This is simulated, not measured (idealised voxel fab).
process module | voxel fin reveal
cross-section cut | 235 nm wide | cells 5 nm
A cross-section is a grid of square cells, given in bands from the top down. A band is one or more rows of cells.
Each band's line starts with the height of the band's top and of its bottom, in nm. Then come its materials from left to right, each with its width in nm. One material with "throughout" fills the band from edge to edge. "air" is empty space.
Height 0 is the level under which the wafer as received is all one material. The lowest band goes on downwards, as in "0 down".
A width such as "30 to 40" changes by the same amount from each row of cells to the next, from the band's top row to its bottom row.
"no change" after a step means that no cell of the cross-section changed.
closed voids: empty space of 8 cells or more with no open way to the top, each as width x height at its distance from the left edge, in nm
after a step's settings: what the simulator itself notes on the step
overlay nm, on a step with a mask: how far to the right of its planned place the mask lay; to the left if negative
plan
1 op RECEIVE | material Si
2 op CONFORMAL_DEP | material SiN | thk nm 5
3 op PATTERN | tone cover | mask id FINS | material resist | width nm 15 | pitch nm 40 | thk nm 20 | overlay nm 0
4 op DIRECTIONAL_ETCH | etch materials SiN | depth nm 5
5 op DIRECTIONAL_ETCH | etch materials Si | depth nm 40
6 op STRIP | etch materials resist
7 op FILL_DEP | material SiO2 | thk nm 10
8 op CMP | height nm 5
9 op SELECTIVE_ETCH | etch materials SiO2 | depth nm 30
10 op STRIP | etch materials SiN
11 op CONFORMAL_DEP | material SiO2 | thk nm 5
as received, after step 1
  0 down: Si throughout
  closed voids: none
a wafer at the end: this start, this plan, one mistake
  15 to 0: air 35 | SiO2 165 | air 35
  0 to -10: air 35 | SiO2 15 | Si 15 | SiO2 25 | Si 15 | SiO2 25 | Si 15 | SiO2 25 | Si 15 | SiO2 15 | air 35
  -10 to -40: SiO2 50 | Si 15 | SiO2 25 | Si 15 | SiO2 25 | Si 15 | SiO2 25 | Si 15 | SiO2 50
  -40 down: Si throughout
  closed voids: none
what went wrong: step 11 ran as: op CONFORMAL_DEP | material SiO2 | thk nm 15
